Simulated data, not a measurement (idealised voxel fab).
process module | voxel self aligned vias
cross-section cut | 265 nm wide | cells 5 nm
A cross-section is a grid of square cells, given in bands from the top down. A band is one or more rows of cells.
Each band's line starts with the height of the band's top and of its bottom, in nm. Then come its materials from left to right, each with its width in nm. One material with "throughout" fills the band from edge to edge. "air" is empty space.
Height 0 is the level under which the wafer as received is all one material. The lowest band goes on downwards, as in "0 down".
A width such as "30 to 40" changes by the same amount from each row of cells to the next, from the band's top row to its bottom row.
"no change" after a step means that no cell of the cross-section changed.
closed voids: empty space of 8 cells or more with no open way to the top, each as width x height at its distance from the left edge, in nm
after a step's settings: what the simulator itself notes on the step
overlay nm, on a step with a mask: how far to the right of its planned place the mask lay; to the left if negative
plan
1 op RECEIVE | material Si
2 op CONFORMAL_DEP | material SiO2 | thk nm 15
3 op CONFORMAL_DEP | material SiCN | thk nm 5
4 op DIRECTIONAL_DEP | material lowk | thk nm 25
5 op DIRECTIONAL_DEP | material aC | thk nm 15
6 op PATTERN | tone open | mask id LINES | material resist | width nm 20 | pitch nm 60 | thk nm 35 | overlay nm 0
7 op DIRECTIONAL_ETCH | etch materials aC | depth nm 15
8 op STRIP | etch materials resist
9 op DIRECTIONAL_ETCH | etch materials lowk | depth nm 25
10 op STRIP | etch materials aC
11 op CONFORMAL_DEP | material TiN | thk nm 5
12 op FILL_DEP | material W | thk nm 5
13 op CMP | height nm 45
14 op SELECTIVE_ETCH | etch materials W Ru TiN | depth nm 10
15 op FILL_DEP | material SiN | thk nm 10
16 op CMP | height nm 45
17 op DIRECTIONAL_DEP | material lowk | thk nm 15
18 op DIRECTIONAL_DEP | material aC | thk nm 15
19 op PATTERN | tone open | mask id VIAS | material resist | width nm 30 | pitch nm 60 | thk nm 35 | overlay nm 0
20 op DIRECTIONAL_ETCH | etch materials aC | depth nm 15
21 op STRIP | etch materials resist
22 op DIRECTIONAL_ETCH | etch materials lowk | depth nm 15
23 op DIRECTIONAL_ETCH | etch materials SiN | depth nm 10
24 op STRIP | etch materials aC
25 op CONFORMAL_DEP | material TiN | thk nm 5
26 op FILL_DEP | material W | thk nm 10
27 op CMP | height nm 60
28 op CONFORMAL_DEP | material SiN | thk nm 5
as received, after step 1
  0 down: Si throughout
  closed voids: none
a wafer at the end: this start, this plan, one mistake
  65 to 60: SiN throughout
  60 to 50: lowk 55 | TiN 5 | W 20 | TiN 5 | lowk 30 | TiN 5 | W 20 | TiN 5 | lowk 30 | TiN 5 | W 20 | TiN 5 | lowk 60
  50 to 40: lowk 55 to 60 | TiN 10 to 5 | W 10 | TiN 10 to 5 | lowk 30 to 40 | TiN 10 to 5 | W 10 | TiN 10 to 5 | lowk 30 to 40 | TiN 10 to 5 | W 10 | TiN 10 to 5 | lowk 60 to 65
  40 to 35: lowk 60 | TiN 20 | lowk 40 | TiN 20 | lowk 40 | TiN 20 | lowk 65
  35 to 25: lowk 60 | TiN 5 | W 10 | TiN 5 | lowk 40 | TiN 5 | W 10 | TiN 5 | lowk 40 | TiN 5 | W 10 | TiN 5 | lowk 65
  25 to 20: lowk 60 | TiN 20 | lowk 40 | TiN 20 | lowk 40 | TiN 20 | lowk 65
  20 to 15: TiN throughout
  15 to 0: SiO2 throughout
  0 down: Si throughout
  closed voids: none
what went wrong: step 3 ran as: op CONFORMAL_DEP | material TiN | thk nm 5
